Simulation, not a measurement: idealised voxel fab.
process module | voxel transistor to metal
cross-section cut | 295 nm wide | cells 5 nm
A cross-section is a grid of square cells, given in bands from the top down. A band is one or more rows of cells.
Each band's line starts with the height of the band's top and of its bottom, in nm. Then come its materials from left to right, each with its width in nm. One material with "throughout" fills the band from edge to edge. "air" is empty space.
Height 0 is the level under which the wafer as received is all one material. The lowest band goes on downwards, as in "0 down".
A width such as "30 to 40" changes by the same amount from each row of cells to the next, from the band's top row to its bottom row.
"no change" after a step means that no cell of the cross-section changed.
closed voids: empty space of 8 cells or more with no open way to the top, each as width x height at its distance from the left edge, in nm
after a step's settings: what the simulator itself notes on the step
overlay nm, on a step with a mask: how far to the right of its planned place the mask lay; to the left if negative
plan
1 op RECEIVE | material Si
2 op OXIDIZE | depth nm 5
3 op CONFORMAL_DEP | material SiN | thk nm 10
4 op DIRECTIONAL_DEP | material aC | thk nm 15
5 op PATTERN | tone cover | mask id ACTIVE | material resist | width nm 110 | pitch nm 140 | thk nm 30 | overlay nm 0
6 op DIRECTIONAL_ETCH | etch materials aC | depth nm 15
7 op STRIP | etch materials resist
8 op DIRECTIONAL_ETCH | etch materials SiN | depth nm 10
9 op DIRECTIONAL_ETCH | etch materials SiO2 | depth nm 5
10 op DIRECTIONAL_ETCH | etch materials Si | depth nm 30
11 op STRIP | etch materials aC
12 op FILL_DEP | material SiO2 | thk nm 5
13 op CMP | height nm 10
14 op SELECTIVE_ETCH | etch materials SiO2 | depth nm 5
15 op STRIP | etch materials SiN
16 op SELECTIVE_ETCH | etch materials SiO2 | depth nm 5
17 op OXIDIZE | depth nm 5
18 op DIRECTIONAL_DEP | material polySi | thk nm 30
19 op DIRECTIONAL_DEP | material SiCN | thk nm 10
20 op PATTERN | tone cover | mask id GATE | material resist | width nm 20 | pitch nm 140 | thk nm 20 | overlay nm 0
21 op DIRECTIONAL_ETCH | etch materials SiCN | depth nm 20
22 op DIRECTIONAL_ETCH | etch materials polySi | depth nm 40
23 op STRIP | etch materials resist
24 op CONFORMAL_DEP | material SiO2 | thk nm 5
25 op DIRECTIONAL_ETCH | etch materials SiO2 | depth nm 5
26 op CONFORMAL_DEP | material SiN | thk nm 5
27 op DIRECTIONAL_ETCH | etch materials SiN | depth nm 5
28 op DIRECTIONAL_ETCH | etch materials SiO2 | depth nm 5
29 op DIRECTIONAL_ETCH | etch materials Si | depth nm 10
30 op EPI | material SiGe | thk nm 15
31 op FILL_DEP | material SiO2 | thk nm 5
32 op CMP | height nm 35
33 op DIRECTIONAL_DEP | material SiO2 | thk nm 10
34 op PATTERN | tone open | mask id CONTACT | material resist | width nm 35 | thk nm 15 | overlay nm 0
35 op DIRECTIONAL_ETCH | etch materials SiO2 | depth nm 40
36 op STRIP | etch materials resist
37 op CONFORMAL_DEP | material TiN | thk nm 5
38 op FILL_DEP | material Ru | thk nm 5
39 op CMP | height nm 45
40 op DIRECTIONAL_DEP | material TiN | thk nm 5
41 op DIRECTIONAL_DEP | material W | thk nm 20
42 op DIRECTIONAL_DEP | material aC | thk nm 10
43 op PATTERN | tone cover | mask id METAL_1 | material resist | width nm 20 | thk nm 25 | overlay nm 0
44 op DIRECTIONAL_ETCH | etch materials aC | depth nm 10
45 op STRIP | etch materials resist
46 op DIRECTIONAL_ETCH | etch materials W | depth nm 20
47 op DIRECTIONAL_ETCH | etch materials TiN | depth nm 5
48 op STRIP | etch materials aC
49 op CONFORMAL_DEP | material SiN | thk nm 5
50 op FILL_DEP | material SiO2 | thk nm 10
51 op CMP | height nm 70
52 op CONFORMAL_DEP | material SiCN | thk nm 5
first wafer, as planned
as received, after step 1
  0 down: Si throughout
  closed voids: none
after step 2
  0 to -5: SiO2 throughout
  below -5: unchanged
after step 3
  10 to 0: SiN throughout
  below 0: unchanged
after step 4
  25 to 10: aC throughout
  below 10: unchanged
after step 5
  55 to 25: air 20 | resist 110 | air 30 | resist 110 | air 25
  below 25: unchanged
after step 6
  40 to 25: air 20 | resist 110 | air 30 | resist 110 | air 25
  25 to 10: air 20 | aC 110 | air 30 | aC 110 | air 25
  below 10: unchanged
after step 7
  25 to 10: air 20 | aC 110 | air 30 | aC 110 | air 25
  below 10: unchanged
after step 8
  25 to 10: air 20 | aC 110 | air 30 | aC 110 | air 25
  10 to 0: air 20 | SiN 110 | air 30 | SiN 110 | air 25
  below 0: unchanged
after step 9
  25 to 10: air 20 | aC 110 | air 30 | aC 110 | air 25
  10 to 0: air 20 | SiN 110 | air 30 | SiN 110 | air 25
  0 to -5: air 20 | SiO2 110 | air 30 | SiO2 110 | air 25
  below -5: unchanged
after step 10
  25 to 10: air 20 | aC 110 | air 30 | aC 110 | air 25
  10 to 0: air 20 | SiN 110 | air 30 | SiN 110 | air 25
  0 to -5: air 20 | SiO2 110 | air 30 | SiO2 110 | air 25
  -5 to -35: air 20 | Si 110 | air 30 | Si 110 | air 25
  below -35: unchanged
after step 11
  10 to 0: air 20 | SiN 110 | air 30 | SiN 110 | air 25
  below 0: unchanged
after step 12
  15 to 10: SiO2 throughout
  10 to 0: SiO2 20 | SiN 110 | SiO2 30 | SiN 110 | SiO2 25
  0 to -5: SiO2 throughout
  -5 to -35: SiO2 20 | Si 110 | SiO2 30 | Si 110 | SiO2 25
  below -35: unchanged
after step 13
  10 to 0: SiO2 20 | SiN 110 | SiO2 30 | SiN 110 | SiO2 25
  below 0: unchanged
after step 14
  10 to 5: air 20 | SiN 110 | air 30 | SiN 110 | air 25
  below 5: unchanged
after step 15
  5 to 0: SiO2 20 | air 110 | SiO2 30 | air 110 | SiO2 25
  below 0: unchanged
after step 16
  0 to -5: SiO2 15 | air 120 | SiO2 20 | air 120 | SiO2 20
  below -5: unchanged
after step 17
  0 to -5: SiO2 15 | air 120 | SiO2 20 | air 120 | SiO2 20
  -5 to -10: SiO2 throughout
  below -10: unchanged
after step 18
  30 to 25: polySi 15 | air 120 | polySi 20 | air 120 | polySi 20
  25 to 0: polySi throughout
  0 to -5: SiO2 15 | polySi 120 | SiO2 20 | polySi 120 | SiO2 20
  below -5: unchanged
after step 19
  40 to 35: SiCN 15 | air 120 | SiCN 20 | air 120 | SiCN 20
  35 to 30: SiCN throughout
  30 to 25: polySi 15 | SiCN 120 | polySi 20 | SiCN 120 | polySi 20
  below 25: unchanged
after step 20
  60 to 40: air 65 | resist 20 | air 120 | resist 20 | air 70
  40 to 35: SiCN 15 | air 50 | resist 20 | air 50 | SiCN 20 | air 50 | resist 20 | air 50 | SiCN 20
  below 35: unchanged
after step 21
  60 to 35: air 65 | resist 20 | air 120 | resist 20 | air 70
  35 to 30: air 65 | SiCN 20 | air 120 | SiCN 20 | air 70
  30 to 25: polySi 15 | air 50 | SiCN 20 | air 50 | polySi 20 | air 50 | SiCN 20 | air 50 | polySi 20
  below 25: unchanged
after step 22
  60 to 35: air 65 | resist 20 | air 120 | resist 20 | air 70
  35 to 25: air 65 | SiCN 20 | air 120 | SiCN 20 | air 70
  25 to 0: air 65 | polySi 20 | air 120 | polySi 20 | air 70
  0 to -5: SiO2 15 | air 50 | polySi 20 | air 50 | SiO2 20 | air 50 | polySi 20 | air 50 | SiO2 20
  below -5: unchanged
after step 23
  35 to 25: air 65 | SiCN 20 | air 120 | SiCN 20 | air 70
  below 25: unchanged
after step 24
  40 to 35: air 60 | SiO2 30 | air 110 | SiO2 30 | air 65
  35 to 25: air 60 | SiO2 5 | SiCN 20 | SiO2 5 | air 110 | SiO2 5 | SiCN 20 | SiO2 5 | air 65
  25 to 5: air 60 | SiO2 5 | polySi 20 | SiO2 5 | air 110 | SiO2 5 | polySi 20 | SiO2 5 | air 65
  5 to 0: SiO2 20 | air 40 | SiO2 5 | polySi 20 | SiO2 5 | air 40 | SiO2 30 | air 40 | SiO2 5 | polySi 20 | SiO2 5 | air 40 | SiO2 25
  0 to -5: SiO2 65 | polySi 20 | SiO2 120 | polySi 20 | SiO2 70
  below -5: unchanged
after step 25
  35 to 25: air 60 | SiO2 5 | SiCN 20 | SiO2 5 | air 110 | SiO2 5 | SiCN 20 | SiO2 5 | air 65
  25 to 0: air 60 | SiO2 5 | polySi 20 | SiO2 5 | air 110 | SiO2 5 | polySi 20 | SiO2 5 | air 65
  0 to -5: SiO2 20 | air 40 | SiO2 5 | polySi 20 | SiO2 5 | air 40 | SiO2 30 | air 40 | SiO2 5 | polySi 20 | SiO2 5 | air 40 | SiO2 25
  below -5: unchanged
after step 26
  40 to 35: air 55 | SiN 40 | air 100 | SiN 40 | air 60
  35 to 25: air 55 | SiN 5 | SiO2 5 | SiCN 20 | SiO2 5 | SiN 5 | air 100 | SiN 5 | SiO2 5 | SiCN 20 | SiO2 5 | SiN 5 | air 60
  25 to 5: air 55 | SiN 5 | SiO2 5 | polySi 20 | SiO2 5 | SiN 5 | air 100 | SiN 5 | SiO2 5 | polySi 20 | SiO2 5 | SiN 5 | air 60
  5 to 0: SiN 25 | air 30 | SiN 5 | SiO2 5 | polySi 20 | SiO2 5 | SiN 5 | air 30 | SiN 40 | air 30 | SiN 5 | SiO2 5 | polySi 20 | SiO2 5 | SiN 5 | air 30 | SiN 30
  0 to -5: SiO2 20 | SiN 40 | SiO2 5 | polySi 20 | SiO2 5 | SiN 40 | SiO2 30 | SiN 40 | SiO2 5 | polySi 20 | SiO2 5 | SiN 40 | SiO2 25
  below -5: unchanged
after step 27
  35 to 25: air 55 | SiN 5 | SiO2 5 | SiCN 20 | SiO2 5 | SiN 5 | air 100 | SiN 5 | SiO2 5 | SiCN 20 | SiO2 5 | SiN 5 | air 60
  25 to 0: air 55 | SiN 5 | SiO2 5 | polySi 20 | SiO2 5 | SiN 5 | air 100 | SiN 5 | SiO2 5 | polySi 20 | SiO2 5 | SiN 5 | air 60
  0 to -5: SiO2 20 | SiN 5 | air 30 | SiN 5 | SiO2 5 | polySi 20 | SiO2 5 | SiN 5 | air 30 | SiN 5 | SiO2 30 | SiN 5 | air 30 | SiN 5 | SiO2 5 | polySi 20 | SiO2 5 | SiN 5 | air 30 | SiN 5 | SiO2 25
  below -5: unchanged
after step 28
  35 to 30: air 55 | SiN 5 | air 5 | SiCN 20 | air 5 | SiN 5 | air 100 | SiN 5 | air 5 | SiCN 20 | air 5 | SiN 5 | air 60
  30 to 25: air 55 | SiN 5 | SiO2 5 | SiCN 20 | SiO2 5 | SiN 5 | air 100 | SiN 5 | SiO2 5 | SiCN 20 | SiO2 5 | SiN 5 | air 60
  25 to 0: air 55 | SiN 5 | SiO2 5 | polySi 20 | SiO2 5 | SiN 5 | air 100 | SiN 5 | SiO2 5 | polySi 20 | SiO2 5 | SiN 5 | air 60
  0 to -5: air 20 | SiN 5 | air 30 | SiN 5 | SiO2 5 | polySi 20 | SiO2 5 | SiN 5 | air 30 | SiN 5 | air 30 | SiN 5 | air 30 | SiN 5 | SiO2 5 | polySi 20 | SiO2 5 | SiN 5 | air 30 | SiN 5 | air 25
  -5 to -10: SiO2 25 | air 30 | SiO2 40 | air 30 | SiO2 40 | air 30 | SiO2 40 | air 30 | SiO2 30
  below -10: unchanged
after step 29
  35 to 30: air 55 | SiN 5 | air 5 | SiCN 20 | air 5 | SiN 5 | air 100 | SiN 5 | air 5 | SiCN 20 | air 5 | SiN 5 | air 60
  30 to 25: air 55 | SiN 5 | SiO2 5 | SiCN 20 | SiO2 5 | SiN 5 | air 100 | SiN 5 | SiO2 5 | SiCN 20 | SiO2 5 | SiN 5 | air 60
  25 to 0: air 55 | SiN 5 | SiO2 5 | polySi 20 | SiO2 5 | SiN 5 | air 100 | SiN 5 | SiO2 5 | polySi 20 | SiO2 5 | SiN 5 | air 60
  0 to -5: air 20 | SiN 5 | air 30 | SiN 5 | SiO2 5 | polySi 20 | SiO2 5 | SiN 5 | air 30 | SiN 5 | air 30 | SiN 5 | air 30 | SiN 5 | SiO2 5 | polySi 20 | SiO2 5 | SiN 5 | air 30 | SiN 5 | air 25
  -5 to -10: SiO2 25 | air 30 | SiO2 40 | air 30 | SiO2 40 | air 30 | SiO2 40 | air 30 | SiO2 30
  -10 to -20: SiO2 20 | Si 5 | air 30 | Si 40 | air 30 | Si 5 | SiO2 30 | Si 5 | air 30 | Si 40 | air 30 | Si 5 | SiO2 25
  below -20: unchanged
after step 30
  35 to 30: air 55 | SiN 5 | air 5 | SiCN 20 | air 5 | SiN 5 | air 100 | SiN 5 | air 5 | SiCN 20 | air 5 | SiN 5 | air 60
  30 to 25: air 55 | SiN 5 | SiO2 5 | SiCN 20 | SiO2 5 | SiN 5 | air 100 | SiN 5 | SiO2 5 | SiCN 20 | SiO2 5 | SiN 5 | air 60
  25 to 5: air 55 | SiN 5 | SiO2 5 | polySi 20 | SiO2 5 | SiN 5 | air 100 | SiN 5 | SiO2 5 | polySi 20 | SiO2 5 | SiN 5 | air 60
  5 to 0: air 20 | SiGe 35 | SiN 5 | SiO2 5 | polySi 20 | SiO2 5 | SiN 5 | SiGe 35 | air 30 | SiGe 35 | SiN 5 | SiO2 5 | polySi 20 | SiO2 5 | SiN 5 | SiGe 35 | air 25
  0 to -5: air 20 | SiN 5 | SiGe 30 | SiN 5 | SiO2 5 | polySi 20 | SiO2 5 | SiN 5 | SiGe 30 | SiN 5 | air 30 | SiN 5 | SiGe 30 | SiN 5 | SiO2 5 | polySi 20 | SiO2 5 | SiN 5 | SiGe 30 | SiN 5 | air 25
  -5 to -10: SiO2 25 | SiGe 30 | SiO2 40 | SiGe 30 | SiO2 40 | SiGe 30 | SiO2 40 | SiGe 30 | SiO2 30
  -10 to -20: SiO2 20 | Si 5 | SiGe 30 | Si 40 | SiGe 30 | Si 5 | SiO2 30 | Si 5 | SiGe 30 | Si 40 | SiGe 30 | Si 5 | SiO2 25
  below -20: unchanged
after step 31
  40 to 35: SiO2 throughout
  35 to 25: SiO2 55 | SiN 5 | SiO2 5 | SiCN 20 | SiO2 5 | SiN 5 | SiO2 100 | SiN 5 | SiO2 5 | SiCN 20 | SiO2 5 | SiN 5 | SiO2 60
  25 to 5: SiO2 55 | SiN 5 | SiO2 5 | polySi 20 | SiO2 5 | SiN 5 | SiO2 100 | SiN 5 | SiO2 5 | polySi 20 | SiO2 5 | SiN 5 | SiO2 60
  5 to 0: SiO2 20 | SiGe 35 | SiN 5 | SiO2 5 | polySi 20 | SiO2 5 | SiN 5 | SiGe 35 | SiO2 30 | SiGe 35 | SiN 5 | SiO2 5 | polySi 20 | SiO2 5 | SiN 5 | SiGe 35 | SiO2 25
  0 to -5: SiO2 20 | SiN 5 | SiGe 30 | SiN 5 | SiO2 5 | polySi 20 | SiO2 5 | SiN 5 | SiGe 30 | SiN 5 | SiO2 30 | SiN 5 | SiGe 30 | SiN 5 | SiO2 5 | polySi 20 | SiO2 5 | SiN 5 | SiGe 30 | SiN 5 | SiO2 25
  below -5: unchanged
after step 32
  35 to 25: SiO2 55 | SiN 5 | SiO2 5 | SiCN 20 | SiO2 5 | SiN 5 | SiO2 100 | SiN 5 | SiO2 5 | SiCN 20 | SiO2 5 | SiN 5 | SiO2 60
  below 25: unchanged
after step 33
  45 to 35: SiO2 throughout
  below 35: unchanged
after step 34
  60 to 45: resist 25 | air 35 | resist 30 | air 35 | resist 40 | air 35 | resist 30 | air 35 | resist 30
  below 45: unchanged
after step 35
  60 to 45: resist 25 | air 35 | resist 30 | air 35 | resist 40 | air 35 | resist 30 | air 35 | resist 30
  45 to 35: SiO2 25 | air 35 | SiO2 30 | air 35 | SiO2 40 | air 35 | SiO2 30 | air 35 | SiO2 30
  35 to 25: SiO2 25 | air 30 | SiN 5 | SiO2 5 | SiCN 20 | SiO2 5 | SiN 5 | air 30 | SiO2 40 | air 30 | SiN 5 | SiO2 5 | SiCN 20 | SiO2 5 | SiN 5 | air 30 | SiO2 30
  25 to 5: SiO2 25 | air 30 | SiN 5 | SiO2 5 | polySi 20 | SiO2 5 | SiN 5 | air 30 | SiO2 40 | air 30 | SiN 5 | SiO2 5 | polySi 20 | SiO2 5 | SiN 5 | air 30 | SiO2 30
  below 5: unchanged
after step 36
  45 to 35: SiO2 25 | air 35 | SiO2 30 | air 35 | SiO2 40 | air 35 | SiO2 30 | air 35 | SiO2 30
  below 35: unchanged
after step 37
  50 to 45: TiN 30 | air 25 | TiN 40 | air 25 | TiN 50 | air 25 | TiN 40 | air 25 | TiN 35
  45 to 35: SiO2 25 | TiN 5 | air 25 to 20 | TiN 5 to 10 | SiO2 30 | TiN 5 to 10 | air 25 to 20 | TiN 5 | SiO2 40 | TiN 5 | air 25 to 20 | TiN 5 to 10 | SiO2 30 | TiN 5 to 10 | air 25 to 20 | TiN 5 | SiO2 30
  35 to 25: SiO2 25 | TiN 5 | air 20 | TiN 5 | SiN 5 | SiO2 5 | SiCN 20 | SiO2 5 | SiN 5 | TiN 5 | air 20 | TiN 5 | SiO2 40 | TiN 5 | air 20 | TiN 5 | SiN 5 | SiO2 5 | SiCN 20 | SiO2 5 | SiN 5 | TiN 5 | air 20 | TiN 5 | SiO2 30
  25 to 10: SiO2 25 | TiN 5 | air 20 | TiN 5 | SiN 5 | SiO2 5 | polySi 20 | SiO2 5 | SiN 5 | TiN 5 | air 20 | TiN 5 | SiO2 40 | TiN 5 | air 20 | TiN 5 | SiN 5 | SiO2 5 | polySi 20 | SiO2 5 | SiN 5 | TiN 5 | air 20 | TiN 5 | SiO2 30
  10 to 5: SiO2 25 | TiN 30 | SiN 5 | SiO2 5 | polySi 20 | SiO2 5 | SiN 5 | TiN 30 | SiO2 40 | TiN 30 | SiN 5 | SiO2 5 | polySi 20 | SiO2 5 | SiN 5 | TiN 30 | SiO2 30
  below 5: unchanged
after step 38
  55 to 50: Ru throughout
  50 to 45: TiN 30 | Ru 25 | TiN 40 | Ru 25 | TiN 50 | Ru 25 | TiN 40 | Ru 25 | TiN 35
  45 to 35: SiO2 25 | TiN 5 | Ru 25 to 20 | TiN 5 to 10 | SiO2 30 | TiN 5 to 10 | Ru 25 to 20 | TiN 5 | SiO2 40 | TiN 5 | Ru 25 to 20 | TiN 5 to 10 | SiO2 30 | TiN 5 to 10 | Ru 25 to 20 | TiN 5 | SiO2 30
  35 to 25: SiO2 25 | TiN 5 | Ru 20 | TiN 5 | SiN 5 | SiO2 5 | SiCN 20 | SiO2 5 | SiN 5 | TiN 5 | Ru 20 | TiN 5 | SiO2 40 | TiN 5 | Ru 20 | TiN 5 | SiN 5 | SiO2 5 | SiCN 20 | SiO2 5 | SiN 5 | TiN 5 | Ru 20 | TiN 5 | SiO2 30
  25 to 10: SiO2 25 | TiN 5 | Ru 20 | TiN 5 | SiN 5 | SiO2 5 | polySi 20 | SiO2 5 | SiN 5 | TiN 5 | Ru 20 | TiN 5 | SiO2 40 | TiN 5 | Ru 20 | TiN 5 | SiN 5 | SiO2 5 | polySi 20 | SiO2 5 | SiN 5 | TiN 5 | Ru 20 | TiN 5 | SiO2 30
  below 10: unchanged
after step 39
  45 to 35: SiO2 25 | TiN 5 | Ru 25 to 20 | TiN 5 to 10 | SiO2 30 | TiN 5 to 10 | Ru 25 to 20 | TiN 5 | SiO2 40 | TiN 5 | Ru 25 to 20 | TiN 5 to 10 | SiO2 30 | TiN 5 to 10 | Ru 25 to 20 | TiN 5 | SiO2 30
  below 35: unchanged
after step 40
  50 to 45: TiN throughout
  below 45: unchanged
after step 41
  70 to 50: W throughout
  below 50: unchanged
after step 42
  80 to 70: aC throughout
  below 70: unchanged
after step 43
  105 to 80: air 25 | resist 20 | air 60 | resist 20 | air 40 | resist 20 | air 60 | resist 20 | air 30
  below 80: unchanged
after step 44
  95 to 80: air 25 | resist 20 | air 60 | resist 20 | air 40 | resist 20 | air 60 | resist 20 | air 30
  80 to 70: air 25 | aC 20 | air 60 | aC 20 | air 40 | aC 20 | air 60 | aC 20 | air 30
  below 70: unchanged
after step 45
  80 to 70: air 25 | aC 20 | air 60 | aC 20 | air 40 | aC 20 | air 60 | aC 20 | air 30
  below 70: unchanged
after step 46
  80 to 70: air 25 | aC 20 | air 60 | aC 20 | air 40 | aC 20 | air 60 | aC 20 | air 30
  70 to 50: air 25 | W 20 | air 60 | W 20 | air 40 | W 20 | air 60 | W 20 | air 30
  below 50: unchanged
after step 47
  80 to 70: air 25 | aC 20 | air 60 | aC 20 | air 40 | aC 20 | air 60 | aC 20 | air 30
  70 to 50: air 25 | W 20 | air 60 | W 20 | air 40 | W 20 | air 60 | W 20 | air 30
  50 to 45: air 25 | TiN 20 | air 60 | TiN 20 | air 40 | TiN 20 | air 60 | TiN 20 | air 30
  below 45: unchanged
after step 48
  70 to 50: air 25 | W 20 | air 60 | W 20 | air 40 | W 20 | air 60 | W 20 | air 30
  below 50: unchanged
after step 49
  75 to 70: air 20 | SiN 30 | air 50 | SiN 30 | air 30 | SiN 30 | air 50 | SiN 30 | air 25
  70 to 50: air 20 | SiN 5 | W 20 | SiN 5 | air 50 | SiN 5 | W 20 | SiN 5 | air 30 | SiN 5 | W 20 | SiN 5 | air 50 | SiN 5 | W 20 | SiN 5 | air 25
  50 to 45: SiN 25 | TiN 20 | SiN 60 | TiN 20 | SiN 40 | TiN 20 | SiN 60 | TiN 20 | SiN 30
  below 45: unchanged
after step 50
  85 to 75: SiO2 throughout
  75 to 70: SiO2 20 | SiN 30 | SiO2 50 | SiN 30 | SiO2 30 | SiN 30 | SiO2 50 | SiN 30 | SiO2 25
  70 to 50: SiO2 20 | SiN 5 | W 20 | SiN 5 | SiO2 50 | SiN 5 | W 20 | SiN 5 | SiO2 30 | SiN 5 | W 20 | SiN 5 | SiO2 50 | SiN 5 | W 20 | SiN 5 | SiO2 25
  below 50: unchanged
after step 51
  70 to 50: SiO2 20 | SiN 5 | W 20 | SiN 5 | SiO2 50 | SiN 5 | W 20 | SiN 5 | SiO2 30 | SiN 5 | W 20 | SiN 5 | SiO2 50 | SiN 5 | W 20 | SiN 5 | SiO2 25
  below 50: unchanged
after step 52
  75 to 70: SiCN throughout
  below 70: unchanged
second wafer: like start, like plan, one mistake. Through step 42 it matches the first wafer
when step 43 should have ended
  105 to 80: air 20 | resist 20 | air 60 | resist 20 | air 40 | resist 20 | air 60 | resist 20 | air 35
  below 80: unchanged
when step 44 should have ended
  95 to 80: air 20 | resist 20 | air 60 | resist 20 | air 40 | resist 20 | air 60 | resist 20 | air 35
  80 to 70: air 20 | aC 20 | air 60 | aC 20 | air 40 | aC 20 | air 60 | aC 20 | air 35
  below 70: unchanged
when step 45 should have ended
  80 to 70: air 20 | aC 20 | air 60 | aC 20 | air 40 | aC 20 | air 60 | aC 20 | air 35
  below 70: unchanged
when step 46 should have ended
  80 to 70: air 20 | aC 20 | air 60 | aC 20 | air 40 | aC 20 | air 60 | aC 20 | air 35
  70 to 50: air 20 | W 20 | air 60 | W 20 | air 40 | W 20 | air 60 | W 20 | air 35
  below 50: unchanged
when step 47 should have ended
  80 to 70: air 20 | aC 20 | air 60 | aC 20 | air 40 | aC 20 | air 60 | aC 20 | air 35
  70 to 50: air 20 | W 20 | air 60 | W 20 | air 40 | W 20 | air 60 | W 20 | air 35
  50 to 45: air 20 | TiN 20 | air 60 | TiN 20 | air 40 | TiN 20 | air 60 | TiN 20 | air 35
  below 45: unchanged
when step 48 should have ended
  70 to 50: air 20 | W 20 | air 60 | W 20 | air 40 | W 20 | air 60 | W 20 | air 35
  below 50: unchanged
when step 49 should have ended
  75 to 70: air 15 | SiN 30 | air 50 | SiN 30 | air 30 | SiN 30 | air 50 | SiN 30 | air 30
  70 to 50: air 15 | SiN 5 | W 20 | SiN 5 | air 50 | SiN 5 | W 20 | SiN 5 | air 30 | SiN 5 | W 20 | SiN 5 | air 50 | SiN 5 | W 20 | SiN 5 | air 30
  50 to 45: SiN 20 | TiN 20 | SiN 60 | TiN 20 | SiN 40 | TiN 20 | SiN 60 | TiN 20 | SiN 35
  below 45: unchanged
when step 50 should have ended
  85 to 75: SiO2 throughout
  75 to 70: SiO2 15 | SiN 30 | SiO2 50 | SiN 30 | SiO2 30 | SiN 30 | SiO2 50 | SiN 30 | SiO2 30
  70 to 50: SiO2 15 | SiN 5 | W 20 | SiN 5 | SiO2 50 | SiN 5 | W 20 | SiN 5 | SiO2 30 | SiN 5 | W 20 | SiN 5 | SiO2 50 | SiN 5 | W 20 | SiN 5 | SiO2 30
  below 50: unchanged
when step 51 should have ended
  70 to 50: SiO2 15 | SiN 5 | W 20 | SiN 5 | SiO2 50 | SiN 5 | W 20 | SiN 5 | SiO2 30 | SiN 5 | W 20 | SiN 5 | SiO2 50 | SiN 5 | W 20 | SiN 5 | SiO2 30
  below 50: unchanged
when step 52 should have ended
  75 to 70: SiCN throughout
  below 70: unchanged
what went wrong: step 43 ran as: op PATTERN | tone cover | mask id METAL_1 | material resist | width nm 20 | thk nm 25 | overlay nm -5
at the end the second wafer has, in cells: as many of each material as the first, in other places
